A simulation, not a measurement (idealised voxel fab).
Title: Process Module voxel local oxidation
Square cell edge 5 nm, section width 230 nm, ID cut.
The cross-sections in this document take the form of a grid made of square cells. They are written out as bands, in order from top to bottom. Each band consists of one or more rows of cells.
Band entry format. Leading values: height of top, height of bottom, nm. Remainder: materials in left-to-right order, each with its width in nm. Special words: "everywhere" on a single material, which then fills the band edge to edge; "empty", empty space.
Height reference: 0 = level under which incoming wafer is all one material. Lowest band: no bottom, runs on downward, e.g. "top 0, no bottom".
It should be noted that a width expressed as "30 to 40" varies in equal increments from row to row of cells within the band, taking the value of the first number at the top row and that of the second number at the bottom row.
The cross-section has no changed cell in any step marked "everything unchanged".
Reported under the label "Internal closed voids" are the empty spaces having no open way to the top and comprising 8 cells or more; the notation for each is width x height at distance, in which the distance is measured from the left edge and all three values are in nm.
Note: text after step settings on the step line = simulator remark on that step.
overlay nm: where the mask lay relative to plan, measured to the right, on steps with a mask; negatives go left.

The process steps that were planned are listed below
- 1: RECEIVE | material Si
- 2: CONFORMAL_DEP | material SiO2 | thk nm 5
- 3: CONFORMAL_DEP | material SiN | thk nm 15
- 4: DIRECTIONAL_DEP | material aC | thk nm 15
- 5: PATTERN | tone cover | mask id ACTIVE | material resist | width nm 120 | thk nm 30 | overlay nm 0
- 6: DIRECTIONAL_ETCH | etch materials aC | depth nm 15
- 7: STRIP | etch materials resist
- 8: DIRECTIONAL_ETCH | etch materials SiN | depth nm 15
- 9: STRIP | etch materials aC
- 10: SELECTIVE_ETCH | etch materials SiO2 | depth nm 5
- 11: OXIDIZE | depth nm 15
- 12: STRIP | etch materials SiN

Cross-section, incoming material, after step 1
> top 0, no bottom | Si everywhere
> Internal closed voids: none

Cross-section: first of two wafers, module finished, run according to plan
> top 5, bottom 0 | empty: 60; SiO2: 110; empty: 60
> top 0, bottom -15 | SiO2: 75; Si: 80; SiO2: 75
> top -15, no bottom | Si everywhere
> Internal closed voids: none

Cross-section, second wafer: same start as the first, same plan as the first, one mistake in running it; taken at the end of the module
> top 0, bottom -15 | SiO2: 70; Si: 90; SiO2: 70
> top -15, no bottom | Si everywhere
> Internal closed voids: none
Deviation noted in wafer processing: step 2 of the plan never got run, it was skipped over
Final tally in cells, some materials are higher or lower on the second wafer than on the first: 6 more of Si | 28 fewer of SiO2
